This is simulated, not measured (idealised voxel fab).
Process module name: voxel transistor to metal
Section shown: cut. Width: 185 nm. Cell size: 5 nm, square.
In what follows, cross-sections appear as grids of square cells, described through bands that run from the top down, where every band is one or more rows of cells. Quick guide to a band line: top height, bottom height (nm) up front; then every material left to right with its width in nm. Only one material and it's marked "all across"? Then it fills the band edge to edge. And "empty" just means empty space. Measure heights from 0. That's the level where, below it, the as-received wafer is all one material. The lowest band is bottomless and extends downward; write it as in "0 and below". A two-number width, for instance "30 to 40", indicates that the width is equal to the first number in the top row of the band and to the second number in the bottom row, and that it changes by a constant amount per row of cells. Step marked "everything unchanged"? Then no cell in the cross-section changed in it. Heads up: "Completely sealed voids" only lists the empty pockets with no open path to the top that are 8 cells or more, and it writes them as width x height at distance, distance from the left edge, in nm. Whatever follows a step's settings on its line is a remark the simulator itself makes about that step. overlay nm: mask right of planned place by this much (step with mask). Neg. = left.

The process steps that were planned are listed below
- 1: RECEIVE: material Si
- 2: OXIDIZE: depth nm 5
- 3: CONFORMAL_DEP: material SiN, thk nm 10
- 4: DIRECTIONAL_DEP: material aC, thk nm 10
- 5: PATTERN: tone cover, mask id ACTIVE, material resist, width nm 120, thk nm 25, overlay nm 0
- 6: DIRECTIONAL_ETCH: etch materials aC, depth nm 10
- 7: STRIP: etch materials resist
- 8: DIRECTIONAL_ETCH: etch materials SiN, depth nm 10
- 9: DIRECTIONAL_ETCH: etch materials SiO2, depth nm 5
- 10: DIRECTIONAL_ETCH: etch materials Si, depth nm 20
- 11: STRIP: etch materials aC
- 12: OXIDIZE: depth nm 5
- 13: FILL_DEP: material SiO2, thk nm 5
- 14: CMP: height nm 10
- 15: SELECTIVE_ETCH: etch materials SiO2, depth nm 5
- 16: STRIP: etch materials SiN
- 17: SELECTIVE_ETCH: etch materials SiO2, depth nm 5
- 18: OXIDIZE: depth nm 5
- 19: DIRECTIONAL_DEP: material polySi, thk nm 25
- 20: DIRECTIONAL_DEP: material SiCN, thk nm 10
- 21: PATTERN: tone cover, mask id GATE, material resist, width nm 30, thk nm 15, overlay nm 0
- 22: DIRECTIONAL_ETCH: etch materials SiCN, depth nm 20
- 23: DIRECTIONAL_ETCH: etch materials polySi, depth nm 35
- 24: STRIP: etch materials resist
- 25: CONFORMAL_DEP: material SiO2, thk nm 5
- 26: DIRECTIONAL_ETCH: etch materials SiO2, depth nm 5
- 27: CONFORMAL_DEP: material SiN, thk nm 5
- 28: DIRECTIONAL_ETCH: etch materials SiN, depth nm 5
- 29: DIRECTIONAL_ETCH: etch materials SiO2, depth nm 5
- 30: DIRECTIONAL_ETCH: etch materials Si, depth nm 5
- 31: EPI: material SiGe, thk nm 5
- 32: FILL_DEP: material SiO2, thk nm 5
- 33: CMP: height nm 20
- 34: STRIP: etch materials polySi
- 35: SELECTIVE_ETCH: etch materials SiO2, depth nm 5
- 36: CONFORMAL_DEP: material HfO2, thk nm 5
- 37: CONFORMAL_DEP: material TiN, thk nm 5
- 38: FILL_DEP: material W, thk nm 5
- 39: CMP: height nm 15
- 40: DIRECTIONAL_DEP: material SiO2, thk nm 15
- 41: PATTERN: tone open, mask id CONTACT, material resist, width nm 15, pitch nm 85, thk nm 15, overlay nm 0
- 42: DIRECTIONAL_ETCH: etch materials SiO2, depth nm 40
- 43: STRIP: etch materials resist
- 44: CONFORMAL_DEP: material TiN, thk nm 5
- 45: FILL_DEP: material Ru, thk nm 10
- 46: CMP: height nm 30
- 47: CONFORMAL_DEP: material SiN, thk nm 5
- 48: DIRECTIONAL_DEP: material SiO2, thk nm 25
- 49: PATTERN: tone open, mask id METAL_1, material resist, width nm 15, pitch nm 85, thk nm 20, overlay nm 0
- 50: DIRECTIONAL_ETCH: etch materials SiO2, depth nm 25
- 51: DIRECTIONAL_ETCH: etch materials SiN, depth nm 5
- 52: STRIP: etch materials resist
- 53: CONFORMAL_DEP: material TiN, thk nm 5
- 54: FILL_DEP: material Cu, thk nm 10
- 55: CMP: height nm 60
- 56: CONFORMAL_DEP: material SiCN, thk nm 5

The first of the two wafers, which ran as planned

Here's what the wafer looked like in cross-section when it arrived - that's after step 1
* 0 and below | Si all across
* Completely sealed voids: none

So this is the wafer cross-section right after step 2
* 0 down to -5 | SiO2 all across
* Under -5: no change, same as before.

So this is the wafer cross-section right after step 3
* 10 down to 0 | SiN all across
* Under 0: no change, same as before.

So this is the wafer cross-section right after step 4
* 20 down to 10 | aC all across
* Under 10: no change, same as before.

So this is the wafer cross-section right after step 5
* 45 down to 20 | empty=30 | resist=120 | empty=35
* Under 20: no change, same as before.

So this is the wafer cross-section right after step 6
* 35 down to 20 | empty=30 | resist=120 | empty=35
* 20 down to 10 | empty=30 | aC=120 | empty=35
* Under 10: no change, same as before.

So this is the wafer cross-section right after step 7
* 20 down to 10 | empty=30 | aC=120 | empty=35
* Under 10: no change, same as before.

So this is the wafer cross-section right after step 8
* 20 down to 10 | empty=30 | aC=120 | empty=35
* 10 down to 0 | empty=30 | SiN=120 | empty=35
* Under 0: no change, same as before.

So this is the wafer cross-section right after step 9
* 20 down to 10 | empty=30 | aC=120 | empty=35
* 10 down to 0 | empty=30 | SiN=120 | empty=35
* 0 down to -5 | empty=30 | SiO2=120 | empty=35
* Under -5: no change, same as before.

So this is the wafer cross-section right after step 10
* 20 down to 10 | empty=30 | aC=120 | empty=35
* 10 down to 0 | empty=30 | SiN=120 | empty=35
* 0 down to -5 | empty=30 | SiO2=120 | empty=35
* -5 down to -25 | empty=30 | Si=120 | empty=35
* Under -25: no change, same as before.

So this is the wafer cross-section right after step 11
* 10 down to 0 | empty=30 | SiN=120 | empty=35
* Under 0: no change, same as before.

So this is the wafer cross-section right after step 12
* 10 down to 0 | empty=30 | SiN=120 | empty=35
* 0 down to -5 | empty=30 | SiO2=120 | empty=35
* -5 down to -25 | empty=30 | SiO2=5 | Si=110 | SiO2=5 | empty=35
* -25 down to -30 | SiO2=35 | Si=110 | SiO2=40
* Under -30: no change, same as before.

So this is the wafer cross-section right after step 13
* 15 down to 10 | SiO2 all across
* 10 down to 0 | SiO2=30 | SiN=120 | SiO2=35
* 0 down to -5 | SiO2 all across
* -5 down to -30 | SiO2=35 | Si=110 | SiO2=40
* Under -30: no change, same as before.

So this is the wafer cross-section right after step 14
* 10 down to 0 | SiO2=30 | SiN=120 | SiO2=35
* Under 0: no change, same as before.

So this is the wafer cross-section right after step 15
* 10 down to 5 | empty=30 | SiN=120 | empty=35
* Under 5: no change, same as before.

So this is the wafer cross-section right after step 16
* 5 down to 0 | SiO2=30 | empty=120 | SiO2=35
* Under 0: no change, same as before.

So this is the wafer cross-section right after step 17
* 0 down to -5 | SiO2=25 | empty=130 | SiO2=30
* Under -5: no change, same as before.

So this is the wafer cross-section right after step 18
* 0 down to -5 | SiO2=25 | empty=130 | SiO2=30
* -5 down to -10 | SiO2 all across
* Under -10: no change, same as before.

So this is the wafer cross-section right after step 19
* 25 down to 20 | polySi=25 | empty=130 | polySi=30
* 20 down to 0 | polySi all across
* 0 down to -5 | SiO2=25 | polySi=130 | SiO2=30
* Under -5: no change, same as before.

So this is the wafer cross-section right after step 20
* 35 down to 30 | SiCN=25 | empty=130 | SiCN=30
* 30 down to 25 | SiCN all across
* 25 down to 20 | polySi=25 | SiCN=130 | polySi=30
* Under 20: no change, same as before.

So this is the wafer cross-section right after step 21
* 50 down to 35 | empty=75 | resist=30 | empty=80
* 35 down to 30 | SiCN=25 | empty=50 | resist=30 | empty=50 | SiCN=30
* Under 30: no change, same as before.

So this is the wafer cross-section right after step 22
* 50 down to 30 | empty=75 | resist=30 | empty=80
* 30 down to 25 | empty=75 | SiCN=30 | empty=80
* 25 down to 20 | polySi=25 | empty=50 | SiCN=30 | empty=50 | polySi=30
* Under 20: no change, same as before.

So this is the wafer cross-section right after step 23
* 50 down to 30 | empty=75 | resist=30 | empty=80
* 30 down to 20 | empty=75 | SiCN=30 | empty=80
* 20 down to 0 | empty=75 | polySi=30 | empty=80
* 0 down to -5 | SiO2=25 | empty=50 | polySi=30 | empty=50 | SiO2=30
* Under -5: no change, same as before.

So this is the wafer cross-section right after step 24
* 30 down to 20 | empty=75 | SiCN=30 | empty=80
* Under 20: no change, same as before.

So this is the wafer cross-section right after step 25
* 35 down to 30 | empty=70 | SiO2=40 | empty=75
* 30 down to 20 | empty=70 | SiO2=5 | SiCN=30 | SiO2=5 | empty=75
* 20 down to 5 | empty=70 | SiO2=5 | polySi=30 | SiO2=5 | empty=75
* 5 down to 0 | SiO2=30 | empty=40 | SiO2=5 | polySi=30 | SiO2=5 | empty=40 | SiO2=35
* 0 down to -5 | SiO2=75 | polySi=30 | SiO2=80
* Under -5: no change, same as before.

So this is the wafer cross-section right after step 26
* 30 down to 20 | empty=70 | SiO2=5 | SiCN=30 | SiO2=5 | empty=75
* 20 down to 0 | empty=70 | SiO2=5 | polySi=30 | SiO2=5 | empty=75
* 0 down to -5 | SiO2=30 | empty=40 | SiO2=5 | polySi=30 | SiO2=5 | empty=40 | SiO2=35
* Under -5: no change, same as before.

So this is the wafer cross-section right after step 27
* 35 down to 30 | empty=65 | SiN=50 | empty=70
* 30 down to 20 | empty=65 | SiN=5 | SiO2=5 | SiCN=30 | SiO2=5 | SiN=5 | empty=70
* 20 down to 5 | empty=65 | SiN=5 | SiO2=5 | polySi=30 | SiO2=5 | SiN=5 | empty=70
* 5 down to 0 | SiN=35 | empty=30 | SiN=5 | SiO2=5 | polySi=30 | SiO2=5 | SiN=5 | empty=30 | SiN=40
* 0 down to -5 | SiO2=30 | SiN=40 | SiO2=5 | polySi=30 | SiO2=5 | SiN=40 | SiO2=35
* Under -5: no change, same as before.

So this is the wafer cross-section right after step 28
* 30 down to 20 | empty=65 | SiN=5 | SiO2=5 | SiCN=30 | SiO2=5 | SiN=5 | empty=70
* 20 down to 0 | empty=65 | SiN=5 | SiO2=5 | polySi=30 | SiO2=5 | SiN=5 | empty=70
* 0 down to -5 | SiO2=30 | SiN=5 | empty=30 | SiN=5 | SiO2=5 | polySi=30 | SiO2=5 | SiN=5 | empty=30 | SiN=5 | SiO2=35
* Under -5: no change, same as before.

So this is the wafer cross-section right after step 29
* 30 down to 25 | empty=65 | SiN=5 | empty=5 | SiCN=30 | empty=5 | SiN=5 | empty=70
* 25 down to 20 | empty=65 | SiN=5 | SiO2=5 | SiCN=30 | SiO2=5 | SiN=5 | empty=70
* 20 down to 0 | empty=65 | SiN=5 | SiO2=5 | polySi=30 | SiO2=5 | SiN=5 | empty=70
* 0 down to -5 | empty=30 | SiN=5 | empty=30 | SiN=5 | SiO2=5 | polySi=30 | SiO2=5 | SiN=5 | empty=30 | SiN=5 | empty=35
* -5 down to -10 | SiO2=35 | empty=30 | SiO2=50 | empty=30 | SiO2=40
* Under -10: no change, same as before.

So this is the wafer cross-section right after step 30
* 30 down to 25 | empty=65 | SiN=5 | empty=5 | SiCN=30 | empty=5 | SiN=5 | empty=70
* 25 down to 20 | empty=65 | SiN=5 | SiO2=5 | SiCN=30 | SiO2=5 | SiN=5 | empty=70
* 20 down to 0 | empty=65 | SiN=5 | SiO2=5 | polySi=30 | SiO2=5 | SiN=5 | empty=70
* 0 down to -5 | empty=30 | SiN=5 | empty=30 | SiN=5 | SiO2=5 | polySi=30 | SiO2=5 | SiN=5 | empty=30 | SiN=5 | empty=35
* -5 down to -10 | SiO2=35 | empty=30 | SiO2=50 | empty=30 | SiO2=40
* -10 down to -15 | SiO2=35 | empty=30 | Si=50 | empty=30 | SiO2=40
* Under -15: no change, same as before.

So this is the wafer cross-section right after step 31
* 30 down to 25 | empty=65 | SiN=5 | empty=5 | SiCN=30 | empty=5 | SiN=5 | empty=70
* 25 down to 20 | empty=65 | SiN=5 | SiO2=5 | SiCN=30 | SiO2=5 | SiN=5 | empty=70
* 20 down to 0 | empty=65 | SiN=5 | SiO2=5 | polySi=30 | SiO2=5 | SiN=5 | empty=70
* 0 down to -5 | empty=30 | SiN=5 | empty=30 | SiN=5 | SiO2=5 | polySi=30 | SiO2=5 | SiN=5 | empty=30 | SiN=5 | empty=35
* -5 down to -10 | SiO2=35 | empty=25 | SiGe=5 | SiO2=50 | SiGe=5 | empty=25 | SiO2=40
* -10 down to -15 | SiO2=35 | SiGe=30 | Si=50 | SiGe=30 | SiO2=40
* Under -15: no change, same as before.

So this is the wafer cross-section right after step 32
* 35 down to 30 | SiO2 all across
* 30 down to 20 | SiO2=65 | SiN=5 | SiO2=5 | SiCN=30 | SiO2=5 | SiN=5 | SiO2=70
* 20 down to 0 | SiO2=65 | SiN=5 | SiO2=5 | polySi=30 | SiO2=5 | SiN=5 | SiO2=70
* 0 down to -5 | SiO2=30 | SiN=5 | SiO2=30 | SiN=5 | SiO2=5 | polySi=30 | SiO2=5 | SiN=5 | SiO2=30 | SiN=5 | SiO2=35
* -5 down to -10 | SiO2=60 | SiGe=5 | SiO2=50 | SiGe=5 | SiO2=65
* Under -10: no change, same as before.

So this is the wafer cross-section right after step 33
* 20 down to 0 | SiO2=65 | SiN=5 | SiO2=5 | polySi=30 | SiO2=5 | SiN=5 | SiO2=70
* Under 0: no change, same as before.

So this is the wafer cross-section right after step 34
* 20 down to 0 | SiO2=65 | SiN=5 | SiO2=5 | empty=30 | SiO2=5 | SiN=5 | SiO2=70
* 0 down to -5 | SiO2=30 | SiN=5 | SiO2=30 | SiN=5 | SiO2=5 | empty=30 | SiO2=5 | SiN=5 | SiO2=30 | SiN=5 | SiO2=35
* Under -5: no change, same as before.

So this is the wafer cross-section right after step 35
* 20 down to 15 | empty=65 | SiN=5 | empty=40 | SiN=5 | empty=70
* 15 down to 0 | SiO2=65 | SiN=5 | empty=40 | SiN=5 | SiO2=70
* 0 down to -5 | SiO2=30 | SiN=5 | SiO2=30 | SiN=5 | empty=40 | SiN=5 | SiO2=30 | SiN=5 | SiO2=35
* -5 down to -10 | SiO2=60 | SiGe=5 | SiO2=5 | empty=40 | SiO2=5 | SiGe=5 | SiO2=65
* Under -10: no change, same as before.

So this is the wafer cross-section right after step 36
* 25 down to 20 | empty=60 | HfO2=15 | empty=30 | HfO2=15 | empty=65
* 20 down to 15 | HfO2=65 | SiN=5 | HfO2=5 | empty=30 | HfO2=5 | SiN=5 | HfO2=70
* 15 down to 0 | SiO2=65 | SiN=5 | HfO2=5 | empty=30 | HfO2=5 | SiN=5 | SiO2=70
* 0 down to -5 | SiO2=30 | SiN=5 | SiO2=30 | SiN=5 | HfO2=5 | empty=30 | HfO2=5 | SiN=5 | SiO2=30 | SiN=5 | SiO2=35
* -5 down to -10 | SiO2=60 | SiGe=5 | SiO2=5 | HfO2=40 | SiO2=5 | SiGe=5 | SiO2=65
* Under -10: no change, same as before.

So this is the wafer cross-section right after step 37
* 30 down to 25 | empty=55 | TiN=25 | empty=20 | TiN=25 | empty=60
* 25 down to 20 | TiN=60 | HfO2=15 | TiN=5 | empty=20 | TiN=5 | HfO2=15 | TiN=65
* 20 down to 15 | HfO2=65 | SiN=5 | HfO2=5 | TiN=5 | empty=20 | TiN=5 | HfO2=5 | SiN=5 | HfO2=70
* 15 down to 0 | SiO2=65 | SiN=5 | HfO2=5 | TiN=5 | empty=20 | TiN=5 | HfO2=5 | SiN=5 | SiO2=70
* 0 down to -5 | SiO2=30 | SiN=5 | SiO2=30 | SiN=5 | HfO2=5 | TiN=30 | HfO2=5 | SiN=5 | SiO2=30 | SiN=5 | SiO2=35
* Under -5: no change, same as before.

So this is the wafer cross-section right after step 38
* 35 down to 30 | W all across
* 30 down to 25 | W=55 | TiN=25 | W=20 | TiN=25 | W=60
* 25 down to 20 | TiN=60 | HfO2=15 | TiN=5 | W=20 | TiN=5 | HfO2=15 | TiN=65
* 20 down to 15 | HfO2=65 | SiN=5 | HfO2=5 | TiN=5 | W=20 | TiN=5 | HfO2=5 | SiN=5 | HfO2=70
* 15 down to 0 | SiO2=65 | SiN=5 | HfO2=5 | TiN=5 | W=20 | TiN=5 | HfO2=5 | SiN=5 | SiO2=70
* Under 0: no change, same as before.

So this is the wafer cross-section right after step 39
* 15 down to 0 | SiO2=65 | SiN=5 | HfO2=5 | TiN=5 | W=20 | TiN=5 | HfO2=5 | SiN=5 | SiO2=70
* Under 0: no change, same as before.

So this is the wafer cross-section right after step 40
* 30 down to 15 | SiO2 all across
* Under 15: no change, same as before.

So this is the wafer cross-section right after step 41
* 45 down to 30 | resist=40 | empty=15 | resist=70 | empty=15 | resist=45
* Under 30: no change, same as before.

So this is the wafer cross-section right after step 42
* 45 down to 30 | resist=40 | empty=15 | resist=70 | empty=15 | resist=45
* 30 down to 15 | SiO2=40 | empty=15 | SiO2=70 | empty=15 | SiO2=45
* 15 down to 0 | SiO2=40 | empty=15 | SiO2=10 | SiN=5 | HfO2=5 | TiN=5 | W=20 | TiN=5 | HfO2=5 | SiN=5 | SiO2=10 | empty=15 | SiO2=45
* 0 down to -5 | SiO2=30 | SiN=5 | SiO2=5 | empty=15 | SiO2=10 | SiN=5 | HfO2=5 | TiN=30 | HfO2=5 | SiN=5 | SiO2=10 | empty=15 | SiO2=5 | SiN=5 | SiO2=35
* -5 down to -10 | SiO2=40 | empty=15 | SiO2=5 | SiGe=5 | SiO2=5 | HfO2=40 | SiO2=5 | SiGe=5 | SiO2=5 | empty=15 | SiO2=45
* Under -10: no change, same as before.

So this is the wafer cross-section right after step 43
* 30 down to 15 | SiO2=40 | empty=15 | SiO2=70 | empty=15 | SiO2=45
* Under 15: no change, same as before.

So this is the wafer cross-section right after step 44
* 35 down to 30 | TiN=45 | empty=5 | TiN=80 | empty=5 | TiN=50
* 30 down to 15 | SiO2=40 | TiN=5 | empty=5 | TiN=5 | SiO2=70 | TiN=5 | empty=5 | TiN=5 | SiO2=45
* 15 down to 0 | SiO2=40 | TiN=5 | empty=5 | TiN=5 | SiO2=10 | SiN=5 | HfO2=5 | TiN=5 | W=20 | TiN=5 | HfO2=5 | SiN=5 | SiO2=10 | TiN=5 | empty=5 | TiN=5 | SiO2=45
* 0 down to -5 | SiO2=30 | SiN=5 | SiO2=5 | TiN=5 | empty=5 | TiN=5 | SiO2=10 | SiN=5 | HfO2=5 | TiN=30 | HfO2=5 | SiN=5 | SiO2=10 | TiN=5 | empty=5 | TiN=5 | SiO2=5 | SiN=5 | SiO2=35
* -5 down to -10 | SiO2=40 | TiN=15 | SiO2=5 | SiGe=5 | SiO2=5 | HfO2=40 | SiO2=5 | SiGe=5 | SiO2=5 | TiN=15 | SiO2=45
* Under -10: no change, same as before.

So this is the wafer cross-section right after step 45
* 45 down to 35 | Ru all across
* 35 down to 30 | TiN=45 | Ru=5 | TiN=80 | Ru=5 | TiN=50
* 30 down to 15 | SiO2=40 | TiN=5 | Ru=5 | TiN=5 | SiO2=70 | TiN=5 | Ru=5 | TiN=5 | SiO2=45
* 15 down to 0 | SiO2=40 | TiN=5 | Ru=5 | TiN=5 | SiO2=10 | SiN=5 | HfO2=5 | TiN=5 | W=20 | TiN=5 | HfO2=5 | SiN=5 | SiO2=10 | TiN=5 | Ru=5 | TiN=5 | SiO2=45
* 0 down to -5 | SiO2=30 | SiN=5 | SiO2=5 | TiN=5 | Ru=5 | TiN=5 | SiO2=10 | SiN=5 | HfO2=5 | TiN=30 | HfO2=5 | SiN=5 | SiO2=10 | TiN=5 | Ru=5 | TiN=5 | SiO2=5 | SiN=5 | SiO2=35
* Under -5: no change, same as before.

So this is the wafer cross-section right after step 46
* 30 down to 15 | SiO2=40 | TiN=5 | Ru=5 | TiN=5 | SiO2=70 | TiN=5 | Ru=5 | TiN=5 | SiO2=45
* Under 15: no change, same as before.

So this is the wafer cross-section right after step 47
* 35 down to 30 | SiN all across
* Under 30: no change, same as before.

So this is the wafer cross-section right after step 48
* 60 down to 35 | SiO2 all across
* Under 35: no change, same as before.

So this is the wafer cross-section right after step 49
* 80 down to 60 | resist=40 | empty=15 | resist=70 | empty=15 | resist=45
* Under 60: no change, same as before.

So this is the wafer cross-section right after step 50
* 80 down to 60 | resist=40 | empty=15 | resist=70 | empty=15 | resist=45
* 60 down to 35 | SiO2=40 | empty=15 | SiO2=70 | empty=15 | SiO2=45
* Under 35: no change, same as before.

So this is the wafer cross-section right after step 51
* 80 down to 60 | resist=40 | empty=15 | resist=70 | empty=15 | resist=45
* 60 down to 35 | SiO2=40 | empty=15 | SiO2=70 | empty=15 | SiO2=45
* 35 down to 30 | SiN=40 | empty=15 | SiN=70 | empty=15 | SiN=45
* Under 30: no change, same as before.

So this is the wafer cross-section right after step 52
* 60 down to 35 | SiO2=40 | empty=15 | SiO2=70 | empty=15 | SiO2=45
* Under 35: no change, same as before.

So this is the wafer cross-section right after step 53
* 65 down to 60 | TiN=45 | empty=5 | TiN=80 | empty=5 | TiN=50
* 60 down to 35 | SiO2=40 | TiN=5 | empty=5 | TiN=5 | SiO2=70 | TiN=5 | empty=5 | TiN=5 | SiO2=45
* 35 down to 30 | SiN=40 | TiN=15 | SiN=70 | TiN=15 | SiN=45
* Under 30: no change, same as before.

So this is the wafer cross-section right after step 54
* 75 down to 65 | Cu all across
* 65 down to 60 | TiN=45 | Cu=5 | TiN=80 | Cu=5 | TiN=50
* 60 down to 35 | SiO2=40 | TiN=5 | Cu=5 | TiN=5 | SiO2=70 | TiN=5 | Cu=5 | TiN=5 | SiO2=45
* Under 35: no change, same as before.

So this is the wafer cross-section right after step 55
* 60 down to 35 | SiO2=40 | TiN=5 | Cu=5 | TiN=5 | SiO2=70 | TiN=5 | Cu=5 | TiN=5 | SiO2=45
* Under 35: no change, same as before.

So this is the wafer cross-section right after step 56
* 65 down to 60 | SiCN all across
* Under 60: no change, same as before.

The second wafer began exactly as the first did and followed the same plan, but one mistake was made while running it; through step 48 inclusive, the two wafers are identical

Cross-section of the second wafer at the time by which step 49 should have been completed according to the plan
* 80 down to 60 | resist=30 | empty=15 | resist=70 | empty=15 | resist=55
* Under 60: no change, same as before.

Cross-section of the second wafer at the time by which step 50 should have been completed according to the plan
* 80 down to 60 | resist=30 | empty=15 | resist=70 | empty=15 | resist=55
* 60 down to 35 | SiO2=30 | empty=15 | SiO2=70 | empty=15 | SiO2=55
* Under 35: no change, same as before.

Cross-section of the second wafer at the time by which step 51 should have been completed according to the plan
* 80 down to 60 | resist=30 | empty=15 | resist=70 | empty=15 | resist=55
* 60 down to 35 | SiO2=30 | empty=15 | SiO2=70 | empty=15 | SiO2=55
* 35 down to 30 | SiN=30 | empty=15 | SiN=70 | empty=15 | SiN=55
* Under 30: no change, same as before.

Cross-section of the second wafer at the time by which step 52 should have been completed according to the plan
* 60 down to 35 | SiO2=30 | empty=15 | SiO2=70 | empty=15 | SiO2=55
* Under 35: no change, same as before.

Cross-section of the second wafer at the time by which step 53 should have been completed according to the plan
* 65 down to 60 | TiN=35 | empty=5 | TiN=80 | empty=5 | TiN=60
* 60 down to 35 | SiO2=30 | TiN=5 | empty=5 | TiN=5 | SiO2=70 | TiN=5 | empty=5 | TiN=5 | SiO2=55
* 35 down to 30 | SiN=30 | TiN=15 | SiN=70 | TiN=15 | SiN=55
* Under 30: no change, same as before.

Cross-section of the second wafer at the time by which step 54 should have been completed according to the plan
* 75 down to 65 | Cu all across
* 65 down to 60 | TiN=35 | Cu=5 | TiN=80 | Cu=5 | TiN=60
* 60 down to 35 | SiO2=30 | TiN=5 | Cu=5 | TiN=5 | SiO2=70 | TiN=5 | Cu=5 | TiN=5 | SiO2=55
* Under 35: no change, same as before.

Cross-section of the second wafer at the time by which step 55 should have been completed according to the plan
* 60 down to 35 | SiO2=30 | TiN=5 | Cu=5 | TiN=5 | SiO2=70 | TiN=5 | Cu=5 | TiN=5 | SiO2=55
* Under 35: no change, same as before.

Cross-section of the second wafer at the time by which step 56 should have been completed according to the plan
* 65 down to 60 | SiCN all across
* Under 60: no change, same as before.
The mistake made against the process plan was this: not per plan at step 49, really ran PATTERN: tone open, mask id METAL_1, material resist, width nm 15, pitch nm 85, thk nm 20, overlay nm -10
So at the finish, the second wafer's got exactly as many cells of each material as the first, just not in the same spots.
